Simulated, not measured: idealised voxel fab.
Presented below is a process module, voxel self aligned contacts.
In the cross-section labelled cut, the width is 260 nm and each square cell is 5 nm.
Throughout this document, each cross-section is represented as a grid of square cells and is presented as a sequence of bands enumerated from the top downward, where a band comprises one or more rows of cells. Top height, bottom height, nm. Materials left to right, width each, nm. Single material + "throughout" = fills band edge to edge. "blank" = empty. Convention: height 0 is the level below which the wafer, as received, is all one material. The lowest band does not terminate at the bottom but continues downward, represented as "0..down". The expression "30 to 40" gives the width at the extremes of the band, the first number at its top row of cells and the second at its bottom row, with the width changing by equal amounts from each row to the next in between. Key: "no alteration" - step with no changed cell in the cross-section. Closed empty spaces (no open way to the top) of 8 cells or more are what "Closed void entries" lists, each as width x height at distance from the left edge, nm for all three. The remark found on a step's line after its settings is issued by the simulator itself and pertains to that step. "overlay nm" on a masked step: distance the mask lay right of its planned place, negative for left.
# Planned step list for the process
1: RECEIVE: material Si
2: CONFORMAL_DEP: material SiO2, thk nm 5
3: DIRECTIONAL_DEP: material polySi, thk nm 25
4: DIRECTIONAL_DEP: material SiN, thk nm 25
5: PATTERN: tone cover, mask id GATE, material resist, width nm 25, pitch nm 70, thk nm 20, overlay nm 0
6: DIRECTIONAL_ETCH: etch materials SiN, depth nm 25
7: DIRECTIONAL_ETCH: etch materials polySi, depth nm 25
8: STRIP: etch materials resist
9: CONFORMAL_DEP: material SiN, thk nm 10
10: DIRECTIONAL_ETCH: etch materials SiN, depth nm 10
11: FILL_DEP: material SiO2, thk nm 20
12: CMP: height nm 65
13: MASKED_ETCH: tone open, mask id CONTACT, width nm 55, etch materials SiO2, depth nm 65, overlay nm 0
14: CONFORMAL_DEP: material TiN, thk nm 5
15: FILL_DEP: material Ru, thk nm 5
16: CMP: height nm 65
17: CONFORMAL_DEP: material SiN, thk nm 5
# First of two wafers, processed according to plan
# This is the cross-section of the wafer as we received it, i.e. after step 1
  0..down: Si throughout
  Closed void entries: none
# So this is the wafer cross-section right after step 2
  5..0: SiO2 throughout
  Nothing below the height 0 has changed.
# So this is the wafer cross-section right after step 3
  30..5: polySi throughout
  Nothing below the height 5 has changed.
# So this is the wafer cross-section right after step 4
  55..30: SiN throughout
  Nothing below the height 30 has changed.
# So this is the wafer cross-section right after step 5
  75..55: 80 nm blank  25 nm resist  45 nm blank  25 nm resist  85 nm blank
  Nothing below the height 55 has changed.
# So this is the wafer cross-section right after step 6
  75..55: 80 nm blank  25 nm resist  45 nm blank  25 nm resist  85 nm blank
  55..30: 80 nm blank  25 nm SiN  45 nm blank  25 nm SiN  85 nm blank
  Nothing below the height 30 has changed.
# So this is the wafer cross-section right after step 7
  75..55: 80 nm blank  25 nm resist  45 nm blank  25 nm resist  85 nm blank
  55..30: 80 nm blank  25 nm SiN  45 nm blank  25 nm SiN  85 nm blank
  30..5: 80 nm blank  25 nm polySi  45 nm blank  25 nm polySi  85 nm blank
  Nothing below the height 5 has changed.
# So this is the wafer cross-section right after step 8
  55..30: 80 nm blank  25 nm SiN  45 nm blank  25 nm SiN  85 nm blank
  Nothing below the height 30 has changed.
# So this is the wafer cross-section right after step 9
  65..30: 70 nm blank  45 nm SiN  25 nm blank  45 nm SiN  75 nm blank
  30..15: 70 nm blank  10 nm SiN  25 nm polySi  10 nm SiN  25 nm blank  10 nm SiN  25 nm polySi  10 nm SiN  75 nm blank
  15..5: 80 nm SiN  25 nm polySi  45 nm SiN  25 nm polySi  85 nm SiN
  Nothing below the height 5 has changed.
# So this is the wafer cross-section right after step 10
  55..30: 70 nm blank  45 nm SiN  25 nm blank  45 nm SiN  75 nm blank
  30..5: 70 nm blank  10 nm SiN  25 nm polySi  10 nm SiN  25 nm blank  10 nm SiN  25 nm polySi  10 nm SiN  75 nm blank
  Nothing below the height 5 has changed.
# So this is the wafer cross-section right after step 11
  75..55: SiO2 throughout
  55..30: 70 nm SiO2  45 nm SiN  25 nm SiO2  45 nm SiN  75 nm SiO2
  30..5: 70 nm SiO2  10 nm SiN  25 nm polySi  10 nm SiN  25 nm SiO2  10 nm SiN  25 nm polySi  10 nm SiN  75 nm SiO2
  Nothing below the height 5 has changed.
# So this is the wafer cross-section right after step 12
  65..55: SiO2 throughout
  Nothing below the height 55 has changed.
# So this is the wafer cross-section right after step 13
  65..55: 100 nm SiO2  55 nm blank  105 nm SiO2
  55..30: 70 nm SiO2  45 nm SiN  25 nm blank  45 nm SiN  75 nm SiO2
  30..5: 70 nm SiO2  10 nm SiN  25 nm polySi  10 nm SiN  25 nm blank  10 nm SiN  25 nm polySi  10 nm SiN  75 nm SiO2
  5..0: 115 nm SiO2  25 nm blank  120 nm SiO2
  Nothing below the height 0 has changed.
# So this is the wafer cross-section right after step 14
  70..65: 105 nm TiN  45 nm blank  110 nm TiN
  65..55: 100 nm SiO2  5 to 20 nm TiN  45 to 15 nm blank  5 to 20 nm TiN  105 nm SiO2
  55..30: 70 nm SiO2  45 nm SiN  5 nm TiN  15 nm blank  5 nm TiN  45 nm SiN  75 nm SiO2
  30..5: 70 nm SiO2  10 nm SiN  25 nm polySi  10 nm SiN  5 nm TiN  15 nm blank  5 nm TiN  10 nm SiN  25 nm polySi  10 nm SiN  75 nm SiO2
  5..0: 115 nm SiO2  25 nm TiN  120 nm SiO2
  Nothing below the height 0 has changed.
# So this is the wafer cross-section right after step 15
  75..70: Ru throughout
  70..65: 105 nm TiN  45 nm Ru  110 nm TiN
  65..55: 100 nm SiO2  5 to 20 nm TiN  45 to 15 nm Ru  5 to 20 nm TiN  105 nm SiO2
  55..30: 70 nm SiO2  45 nm SiN  5 nm TiN  15 nm Ru  5 nm TiN  45 nm SiN  75 nm SiO2
  30..5: 70 nm SiO2  10 nm SiN  25 nm polySi  10 nm SiN  5 nm TiN  15 nm Ru  5 nm TiN  10 nm SiN  25 nm polySi  10 nm SiN  75 nm SiO2
  Nothing below the height 5 has changed.
# So this is the wafer cross-section right after step 16
  65..55: 100 nm SiO2  5 to 20 nm TiN  45 to 15 nm Ru  5 to 20 nm TiN  105 nm SiO2
  Nothing below the height 55 has changed.
# So this is the wafer cross-section right after step 17
  70..65: SiN throughout
  Nothing below the height 65 has changed.
# Second of two: same start, same plan, one run error; steps up to and including 5 match the first
# Planned end of step 6: second wafer, cross-section
  75..55: 80 nm blank  25 nm resist  45 nm blank  25 nm resist  85 nm blank
  55..40: 80 nm blank  25 nm SiN  45 nm blank  25 nm SiN  85 nm blank
  Nothing below the height 40 has changed.
Planned end of step 7: second wafer, cross-section: no alteration
# Planned end of step 8: second wafer, cross-section
  55..40: 80 nm blank  25 nm SiN  45 nm blank  25 nm SiN  85 nm blank
  Nothing below the height 40 has changed.
# Planned end of step 9: second wafer, cross-section
  65..50: 70 nm blank  45 nm SiN  25 nm blank  45 nm SiN  75 nm blank
  50..30: SiN throughout
  Nothing below the height 30 has changed.
# Planned end of step 10: second wafer, cross-section
  55..40: 70 nm blank  45 nm SiN  25 nm blank  45 nm SiN  75 nm blank
  Nothing below the height 40 has changed.
# Planned end of step 11: second wafer, cross-section
  75..55: SiO2 throughout
  55..40: 70 nm SiO2  45 nm SiN  25 nm SiO2  45 nm SiN  75 nm SiO2
  Nothing below the height 40 has changed.
# Planned end of step 12: second wafer, cross-section
  65..55: SiO2 throughout
  Nothing below the height 55 has changed.
# Planned end of step 13: second wafer, cross-section
  65..55: 100 nm SiO2  55 nm blank  105 nm SiO2
  55..40: 70 nm SiO2  45 nm SiN  25 nm blank  45 nm SiN  75 nm SiO2
  Nothing below the height 40 has changed.
# Planned end of step 14: second wafer, cross-section
  70..65: 105 nm TiN  45 nm blank  110 nm TiN
  65..55: 100 nm SiO2  5 to 20 nm TiN  45 to 15 nm blank  5 to 20 nm TiN  105 nm SiO2
  55..45: 70 nm SiO2  45 nm SiN  5 nm TiN  15 nm blank  5 nm TiN  45 nm SiN  75 nm SiO2
  45..40: 70 nm SiO2  45 nm SiN  25 nm TiN  45 nm SiN  75 nm SiO2
  Nothing below the height 40 has changed.
# Planned end of step 15: second wafer, cross-section
  75..70: Ru throughout
  70..65: 105 nm TiN  45 nm Ru  110 nm TiN
  65..55: 100 nm SiO2  5 to 20 nm TiN  45 to 15 nm Ru  5 to 20 nm TiN  105 nm SiO2
  55..45: 70 nm SiO2  45 nm SiN  5 nm TiN  15 nm Ru  5 nm TiN  45 nm SiN  75 nm SiO2
  Nothing below the height 45 has changed.
# Planned end of step 16: second wafer, cross-section
  65..55: 100 nm SiO2  5 to 20 nm TiN  45 to 15 nm Ru  5 to 20 nm TiN  105 nm SiO2
  Nothing below the height 55 has changed.
# Planned end of step 17: second wafer, cross-section
  70..65: SiN throughout
  Nothing below the height 65 has changed.
Plan not followed: step 6 did not use the planned setting and instead ran as DIRECTIONAL_ETCH: etch materials SiN, depth nm 15
Final tally in cells, some materials are higher or lower on the second wafer than on the first: Ru: 24 fewer, SiN: 28 more, SiO2: 198 fewer, TiN: 16 fewer, polySi: 210 more
